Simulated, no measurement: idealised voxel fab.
Process module heading - voxel air gaps
In the cross-section labelled cut, the width is 295 nm and each square cell is 5 nm.
Format of a cross-section: grid, square cells. Given as bands. Order: top down. Band: one or more rows of cells.
Band entry format. Leading values: height of top, height of bottom, nm. Remainder: materials in left-to-right order, each with its width in nm. Special words: "throughout" on a single material, which then fills the band edge to edge; "air", empty space.
Where do heights start? At 0: under that level the wafer as delivered is made of one material only. And the lowest band has no floor; it just carries on downward, as in "0..down".
The expression "30..40" gives the width at the extremes of the band, the first number at its top row of cells and the second at its bottom row, with the width changing by equal amounts from each row to the next in between.
It should be understood that the words "no modification", when stated for a given step, signify that the cross-section underwent no change in any of its cells during that step.
So "Closed void list" is basically the list of trapped voids: any empty space of 8 cells or more that can't reach the top through an opening. They're written width x height at distance, the distance being from the left edge, and it's all nm.
It should be noted that, on the line of a given step, the content following the step's settings is a remark produced by the simulator itself with respect to that step.
Each step line may optionally specify "overlay nm", which for a step with a mask gives the rightward distance between the mask's planned place and where it lay, a negative value indicating the leftward direction.
## List of planned process steps
1: RECEIVE: material Si
2: CONFORMAL_DEP: material SiO2, thk nm 10
3: CONFORMAL_DEP: material SiCN, thk nm 5
4: DIRECTIONAL_DEP: material SiO2, thk nm 30
5: PATTERN: tone open, mask id LINES, material resist, width nm 25, pitch nm 55, thk nm 15, overlay nm 0
6: DIRECTIONAL_ETCH: etch materials SiO2, depth nm 30
7: STRIP: etch materials resist
8: CONFORMAL_DEP: material TiN, thk nm 5
9: FILL_DEP: material Ru, thk nm 5
10: CMP: height nm 45
11: EPI: material Ru, thk nm 10
12: SELECTIVE_ETCH: etch materials SiO2, depth nm 40
13: CONFORMAL_DEP: material SiCN, thk nm 5
## As received (post step 1): cross-section
    0..down: Si throughout
    Closed void list: none
## Starting structure and process plan are as shown above, but one mistake was made in running the module; the wafer cross-section at the end of the module follows
    70..65: air=25, SiCN=240, air=30
    65..45: air=25, SiCN=5, Ru=230, SiCN=5, air=30
    45..40: air=25, SiCN=25, TiN=5, Ru=15, TiN=5, SiO2=30, TiN=5, Ru=15, TiN=5, SiO2=30, TiN=5, Ru=15, TiN=5, SiO2=30, TiN=5, Ru=15, TiN=5, SiCN=25, air=30
    40..20: air=45, SiCN=5, TiN=5, Ru=15, TiN=5, SiO2=30, TiN=5, Ru=15, TiN=5, SiO2=30, TiN=5, Ru=15, TiN=5, SiO2=30, TiN=5, Ru=15, TiN=5, SiCN=5, air=50
    20..15: SiCN=50, TiN=25, SiO2=30, TiN=25, SiO2=30, TiN=25, SiO2=30, TiN=25, SiCN=55
    15..10: SiCN throughout
    10..0: SiO2 throughout
    0..down: Si throughout
    Closed void list: none
what went wrong: yeah, plan step 11 got run twice
